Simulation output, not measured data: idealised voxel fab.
The process module presented herein is designated voxel self aligned contacts.
Cross-section cut spans 185 nm and uses square cells 5 nm in size.
Square cells in a grid make up a cross-section in this document, and the grid is given as bands, listed from the top down, each one or more rows of cells.
Within each band entry, the heights of the top and of the bottom of the band appear first, in that order and in nm; the materials of the band then follow from left to right, each with its corresponding width in nm. The designation "edge to edge" on a single material indicates that it fills the band from edge to edge; the designation "empty" indicates empty space.
Heads up on the height convention: 0 is the point under which the incoming wafer is all one material, and the lowest band has no bottom, it just keeps going down, like "from 0 down".
Think of "30->40" as a width that walks from the first number to the second as you go down the band, top row to bottom row, taking equal-sized steps from row to row.
It should be understood that the words "stayed the same", when stated for a given step, signify that the cross-section underwent no change in any of its cells during that step.
"Cavities, closed" lists enclosed empty spaces (at least 8 cells, no open path upward to the top), each as width x height at distance from the left edge, in nm.
If you see something after the settings on a step's line, that's the simulator's own remark about that step.
overlay nm: how far to the right of its planned place the mask lay on this masked step (negative: to the left).
Everything after this point is organized in pairs: a cross-section before one process step, a cross-section after it that shows only as deep as the lowest changed band, and, under the pair, the intervening step with its settings. Because different runs of this module on the same starting wafer can supply different pairs, a pair continues from the pair above it only if its entry headed "Geometry before processing" says so.

Geometry before processing
* from 45 to 30 | SiN edge to edge
* from 30 to 0 | polySi edge to edge
* from 0 to -5 | SiO2 edge to edge
* from -5 down | Si edge to edge
* Cavities, closed: none

Step Result
* from 60 to 45 | empty=45 | resist=25 | empty=25 | resist=25 | empty=65
* Everything below 45 is unchanged.
* Cavities, closed: none
The before and after cross-sections above are linked by PATTERN, tone cover, mask id GATE, material resist, width nm 25, pitch nm 50, thk nm 15, overlay nm -10

Geometry before processing: same picture as after in the pair right above, so we don't repeat it.

Step Result
* from 60 to 45 | empty=45 | resist=25 | empty=25 | resist=25 | empty=65
* from 45 to 30 | empty=45 | SiN=25 | empty=25 | SiN=25 | empty=65
* Everything below 30 is unchanged.
* Cavities, closed: none
The before and after cross-sections above are linked by DIRECTIONAL_ETCH, etch materials SiN, depth nm 15

Geometry before processing: same picture as after in the pair right above, so we don't repeat it.

Step Result
* from 60 to 45 | empty=45 | resist=25 | empty=25 | resist=25 | empty=65
* from 45 to 30 | empty=45 | SiN=25 | empty=25 | SiN=25 | empty=65
* from 30 to 0 | empty=45 | polySi=25 | empty=25 | polySi=25 | empty=65
* Everything below 0 is unchanged.
* Cavities, closed: none
The before and after cross-sections above are linked by DIRECTIONAL_ETCH, etch materials polySi, depth nm 30

Geometry before processing: same picture as after in the pair right above, so we don't repeat it.

Step Result
* from 45 to 30 | empty=45 | SiN=25 | empty=25 | SiN=25 | empty=65
* Everything below 30 is unchanged.
* Cavities, closed: none
The before and after cross-sections above are linked by STRIP, etch materials resist

Geometry before processing: same picture as after in the pair right above, so we don't repeat it.

Step Result
* from 50 to 30 | empty=40 | SiN=35 | empty=15 | SiN=35 | empty=60
* from 30 to 5 | empty=40 | SiN=5 | polySi=25 | SiN=5 | empty=15 | SiN=5 | polySi=25 | SiN=5 | empty=60
* from 5 to 0 | SiN=45 | polySi=25 | SiN=25 | polySi=25 | SiN=65
* Everything below 0 is unchanged.
* Cavities, closed: none
The before and after cross-sections above are linked by CONFORMAL_DEP, material SiN, thk nm 5

Geometry before processing: same picture as after in the pair right above, so we don't repeat it.

Step Result
* from 45 to 30 | empty=40 | SiN=35 | empty=15 | SiN=35 | empty=60
* from 30 to 0 | empty=40 | SiN=5 | polySi=25 | SiN=5 | empty=15 | SiN=5 | polySi=25 | SiN=5 | empty=60
* Everything below 0 is unchanged.
* Cavities, closed: none
The before and after cross-sections above are linked by DIRECTIONAL_ETCH, etch materials SiN, depth nm 5

Geometry before processing: same picture as after in the pair right above, so we don't repeat it.

Step Result
* from 60 to 45 | SiO2 edge to edge
* from 45 to 30 | SiO2=40 | SiN=35 | SiO2=15 | SiN=35 | SiO2=60
* from 30 to 0 | SiO2=40 | SiN=5 | polySi=25 | SiN=5 | SiO2=15 | SiN=5 | polySi=25 | SiN=5 | SiO2=60
* Everything below 0 is unchanged.
* Cavities, closed: none
The before and after cross-sections above are linked by FILL_DEP, material SiO2, thk nm 15

Geometry before processing: same picture as after in the pair right above, so we don't repeat it.

Step Result
* from 50 to 45 | SiO2 edge to edge
* Everything below 45 is unchanged.
* Cavities, closed: none
The before and after cross-sections above are linked by CMP, height nm 50

Geometry before processing: same picture as after in the pair right above, so we don't repeat it.

Step Result
* from 50 to 45 | SiO2=75 | empty=35 | SiO2=75
* from 45 to 30 | SiO2=40 | SiN=35 | empty=15 | SiN=35 | SiO2=60
* from 30 to 0 | SiO2=40 | SiN=5 | polySi=25 | SiN=5 | empty=15 | SiN=5 | polySi=25 | SiN=5 | SiO2=60
* from 0 to -5 | SiO2=75 | empty=15 | SiO2=95
* Everything below -5 is unchanged.
* Cavities, closed: none
The before and after cross-sections above are linked by MASKED_ETCH, tone open, mask id CONTACT, width nm 35, etch materials SiO2, depth nm 55, overlay nm 0

Geometry before processing: same picture as after in the pair right above, so we don't repeat it.

Step Result
* from 55 to 50 | TiN=80 | empty=25 | TiN=80
* from 50 to 45 | SiO2=75 | TiN=5 | empty=5 | TiN=25 | SiO2=75
* from 45 to 30 | SiO2=40 | SiN=35 | TiN=5 | empty=5 | TiN=5 | SiN=35 | SiO2=60
* from 30 to 0 | SiO2=40 | SiN=5 | polySi=25 | SiN=5 | TiN=5 | empty=5 | TiN=5 | SiN=5 | polySi=25 | SiN=5 | SiO2=60
* from 0 to -5 | SiO2=75 | TiN=15 | SiO2=95
* Everything below -5 is unchanged.
* Cavities, closed: none
The before and after cross-sections above are linked by CONFORMAL_DEP, material TiN, thk nm 5

Geometry before processing: same picture as after in the pair right above, so we don't repeat it.

Step Result
* from 60 to 55 | W edge to edge
* from 55 to 50 | TiN=80 | W=25 | TiN=80
* from 50 to 45 | SiO2=75 | TiN=5 | W=5 | TiN=25 | SiO2=75
* from 45 to 30 | SiO2=40 | SiN=35 | TiN=5 | W=5 | TiN=5 | SiN=35 | SiO2=60
* from 30 to 0 | SiO2=40 | SiN=5 | polySi=25 | SiN=5 | TiN=5 | W=5 | TiN=5 | SiN=5 | polySi=25 | SiN=5 | SiO2=60
* Everything below 0 is unchanged.
* Cavities, closed: none
The before and after cross-sections above are linked by FILL_DEP, material W, thk nm 5

Geometry before processing: same picture as after in the pair right above, so we don't repeat it.

Step Result
* from 50 to 45 | SiO2=75 | TiN=5 | W=5 | TiN=25 | SiO2=75
* Everything below 45 is unchanged.
* Cavities, closed: none
The before and after cross-sections above are linked by CMP, height nm 50

Geometry before processing: same picture as after in the pair right above, so we don't repeat it.

Step Result
* from 55 to 50 | SiCN edge to edge
* Everything below 50 is unchanged.
* Cavities, closed: none
The before and after cross-sections above are linked by CONFORMAL_DEP, material SiCN, thk nm 5

Geometry before processing
* from 0 to -5 | SiO2 edge to edge
* from -5 down | Si edge to edge
* Cavities, closed: none

Step Result
* from 30 to 0 | SiCN edge to edge
* Everything below 0 is unchanged.
* Cavities, closed: none
The before and after cross-sections above are linked by DIRECTIONAL_DEP, material SiCN, thk nm 30

Geometry before processing: same picture as after in the pair right above, so we don't repeat it.

Step Result
* from 45 to 30 | SiN edge to edge
* Everything below 30 is unchanged.
* Cavities, closed: none
The before and after cross-sections above are linked by DIRECTIONAL_DEP, material SiN, thk nm 15

Geometry before processing: same picture as after in the pair right above, so we don't repeat it.

Step Result
* from 60 to 45 | empty=55 | resist=25 | empty=25 | resist=25 | empty=55
* Everything below 45 is unchanged.
* Cavities, closed: none
The before and after cross-sections above are linked by PATTERN, tone cover, mask id GATE, material resist, width nm 25, pitch nm 50, thk nm 15, overlay nm 0

Geometry before processing: same picture as after in the pair right above, so we don't repeat it.

Step Result
* from 60 to 45 | empty=55 | resist=25 | empty=25 | resist=25 | empty=55
* from 45 to 30 | empty=55 | SiN=25 | empty=25 | SiN=25 | empty=55
* Everything below 30 is unchanged.
* Cavities, closed: none
The before and after cross-sections above are linked by DIRECTIONAL_ETCH, etch materials SiN, depth nm 15

Geometry before processing: same picture as after in the pair right above, so we don't repeat it.

Step Result
* from 45 to 30 | empty=55 | SiN=25 | empty=25 | SiN=25 | empty=55
* Everything below 30 is unchanged.
* Cavities, closed: none
The before and after cross-sections above are linked by STRIP, etch materials resist

Geometry before processing: same picture as after in the pair right above, so we don't repeat it.

Step Result
* from 50 to 35 | empty=50 | SiN=35 | empty=15 | SiN=35 | empty=50
* from 35 to 30 | SiN edge to edge
* Everything below 30 is unchanged.
* Cavities, closed: none
The before and after cross-sections above are linked by CONFORMAL_DEP, material SiN, thk nm 5

Geometry before processing: same picture as after in the pair right above, so we don't repeat it.

Step Result
* from 45 to 30 | empty=50 | SiN=35 | empty=15 | SiN=35 | empty=50
* Everything below 30 is unchanged.
* Cavities, closed: none
The before and after cross-sections above are linked by DIRECTIONAL_ETCH, etch materials SiN, depth nm 5

Geometry before processing: same picture as after in the pair right above, so we don't repeat it.

Step Result
* from 60 to 45 | SiO2 edge to edge
* from 45 to 30 | SiO2=50 | SiN=35 | SiO2=15 | SiN=35 | SiO2=50
* Everything below 30 is unchanged.
* Cavities, closed: none
The before and after cross-sections above are linked by FILL_DEP, material SiO2, thk nm 15

Geometry before processing: same picture as after in the pair right above, so we don't repeat it.

Step Result
* from 50 to 45 | SiO2 edge to edge
* Everything below 45 is unchanged.
* Cavities, closed: none
The before and after cross-sections above are linked by CMP, height nm 50

Geometry before processing: same picture as after in the pair right above, so we don't repeat it.

Step Result
* from 50 to 45 | SiO2=75 | empty=35 | SiO2=75
* from 45 to 30 | SiO2=50 | SiN=35 | empty=15 | SiN=35 | SiO2=50
* Everything below 30 is unchanged.
* Cavities, closed: none
The before and after cross-sections above are linked by MASKED_ETCH, tone open, mask id CONTACT, width nm 35, etch materials SiO2, depth nm 55, overlay nm 0

Geometry before processing: same picture as after in the pair right above, so we don't repeat it.

Step Result
* from 55 to 50 | TiN=80 | empty=25 | TiN=80
* from 50 to 45 | SiO2=75 | TiN=15 | empty=5 | TiN=15 | SiO2=75
* from 45 to 35 | SiO2=50 | SiN=35 | TiN=5 | empty=5 | TiN=5 | SiN=35 | SiO2=50
* from 35 to 30 | SiO2=50 | SiN=35 | TiN=15 | SiN=35 | SiO2=50
* Everything below 30 is unchanged.
* Cavities, closed: none
The before and after cross-sections above are linked by CONFORMAL_DEP, material TiN, thk nm 5

Geometry before processing: same picture as after in the pair right above, so we don't repeat it.

Step Result
* from 60 to 55 | W edge to edge
* from 55 to 50 | TiN=80 | W=25 | TiN=80
* from 50 to 45 | SiO2=75 | TiN=15 | W=5 | TiN=15 | SiO2=75
* from 45 to 35 | SiO2=50 | SiN=35 | TiN=5 | W=5 | TiN=5 | SiN=35 | SiO2=50
* Everything below 35 is unchanged.
* Cavities, closed: none
The before and after cross-sections above are linked by FILL_DEP, material W, thk nm 5

Geometry before processing: same picture as after in the pair right above, so we don't repeat it.

Step Result
* from 50 to 45 | SiO2=75 | TiN=15 | W=5 | TiN=15 | SiO2=75
* Everything below 45 is unchanged.
* Cavities, closed: none
The before and after cross-sections above are linked by CMP, height nm 50

Geometry before processing: same picture as after in the pair right above, so we don't repeat it.

Step Result
* from 55 to 50 | SiCN edge to edge
* Everything below 50 is unchanged.
* Cavities, closed: none
The before and after cross-sections above are linked by CONFORMAL_DEP, material SiCN, thk nm 5

Geometry before processing
* from 45 to 30 | SiN edge to edge
* from 30 to 0 | polySi edge to edge
* from 0 to -5 | SiO2 edge to edge
* from -5 down | Si edge to edge
* Cavities, closed: none

Step Result
* from 60 to 45 | resist=55 | empty=25 | resist=25 | empty=25 | resist=55
* Everything below 45 is unchanged.
* Cavities, closed: none
The before and after cross-sections above are linked by PATTERN, tone open, mask id GATE, material resist, width nm 25, pitch nm 50, thk nm 15, overlay nm 0

Geometry before processing: same picture as after in the pair right above, so we don't repeat it.

Step Result
* from 60 to 45 | resist=55 | empty=25 | resist=25 | empty=25 | resist=55
* from 45 to 30 | SiN=55 | empty=25 | SiN=25 | empty=25 | SiN=55
* Everything below 30 is unchanged.
* Cavities, closed: none
The before and after cross-sections above are linked by DIRECTIONAL_ETCH, etch materials SiN, depth nm 15

Geometry before processing: same picture as after in the pair right above, so we don't repeat it.

Step Result
* from 60 to 45 | resist=55 | empty=25 | resist=25 | empty=25 | resist=55
* from 45 to 30 | SiN=55 | empty=25 | SiN=25 | empty=25 | SiN=55
* from 30 to 0 | polySi=55 | empty=25 | polySi=25 | empty=25 | polySi=55
* Everything below 0 is unchanged.
* Cavities, closed: none
The before and after cross-sections above are linked by DIRECTIONAL_ETCH, etch materials polySi, depth nm 30

Geometry before processing: same picture as after in the pair right above, so we don't repeat it.

Step Result
* from 45 to 30 | SiN=55 | empty=25 | SiN=25 | empty=25 | SiN=55
* Everything below 30 is unchanged.
* Cavities, closed: none
The before and after cross-sections above are linked by STRIP, etch materials resist

Geometry before processing: same picture as after in the pair right above, so we don't repeat it.

Step Result
* from 50 to 30 | SiN=60 | empty=15 | SiN=35 | empty=15 | SiN=60
* from 30 to 5 | polySi=55 | SiN=5 | empty=15 | SiN=5 | polySi=25 | SiN=5 | empty=15 | SiN=5 | polySi=55
* from 5 to 0 | polySi=55 | SiN=25 | polySi=25 | SiN=25 | polySi=55
* Everything below 0 is unchanged.
* Cavities, closed: none
The before and after cross-sections above are linked by CONFORMAL_DEP, material SiN, thk nm 5

Geometry before processing: same picture as after in the pair right above, so we don't repeat it.

Step Result
* from 45 to 30 | SiN=60 | empty=15 | SiN=35 | empty=15 | SiN=60
* from 30 to 0 | polySi=55 | SiN=5 | empty=15 | SiN=5 | polySi=25 | SiN=5 | empty=15 | SiN=5 | polySi=55
* Everything below 0 is unchanged.
* Cavities, closed: none
The before and after cross-sections above are linked by DIRECTIONAL_ETCH, etch materials SiN, depth nm 5

Geometry before processing: same picture as after in the pair right above, so we don't repeat it.

Step Result
* from 60 to 45 | SiO2 edge to edge
* from 45 to 30 | SiN=60 | SiO2=15 | SiN=35 | SiO2=15 | SiN=60
* from 30 to 0 | polySi=55 | SiN=5 | SiO2=15 | SiN=5 | polySi=25 | SiN=5 | SiO2=15 | SiN=5 | polySi=55
* Everything below 0 is unchanged.
* Cavities, closed: none
The before and after cross-sections above are linked by FILL_DEP, material SiO2, thk nm 15

Geometry before processing: same picture as after in the pair right above, so we don't repeat it.

Step Result
* from 50 to 45 | SiO2 edge to edge
* Everything below 45 is unchanged.
* Cavities, closed: none
The before and after cross-sections above are linked by CMP, height nm 50

Geometry before processing: same picture as after in the pair right above, so we don't repeat it.

Step Result
* from 50 to 45 | SiO2=75 | empty=35 | SiO2=75
* Everything below 45 is unchanged.
* Cavities, closed: none
The before and after cross-sections above are linked by MASKED_ETCH, tone open, mask id CONTACT, width nm 35, etch materials SiO2, depth nm 55, overlay nm 0

Geometry before processing: same picture as after in the pair right above, so we don't repeat it.

Step Result
* from 55 to 50 | TiN=80 | empty=25 | TiN=80
* from 50 to 45 | SiO2=75 | TiN=35 | SiO2=75
* Everything below 45 is unchanged.
* Cavities, closed: none
The before and after cross-sections above are linked by CONFORMAL_DEP, material TiN, thk nm 5

Geometry before processing: same picture as after in the pair right above, so we don't repeat it.

Step Result
* from 60 to 55 | W edge to edge
* from 55 to 50 | TiN=80 | W=25 | TiN=80
* Everything below 50 is unchanged.
* Cavities, closed: none
The before and after cross-sections above are linked by FILL_DEP, material W, thk nm 5

Geometry before processing: same picture as after in the pair right above, so we don't repeat it.

Step Result
* from 50 to 45 | SiO2=75 | TiN=35 | SiO2=75
* Everything below 45 is unchanged.
* Cavities, closed: none
The before and after cross-sections above are linked by CMP, height nm 50

Geometry before processing: same picture as after in the pair right above, so we don't repeat it.

Step Result
* from 55 to 50 | SiCN edge to edge
* Everything below 50 is unchanged.
* Cavities, closed: none
The before and after cross-sections above are linked by CONFORMAL_DEP, material SiCN, thk nm 5
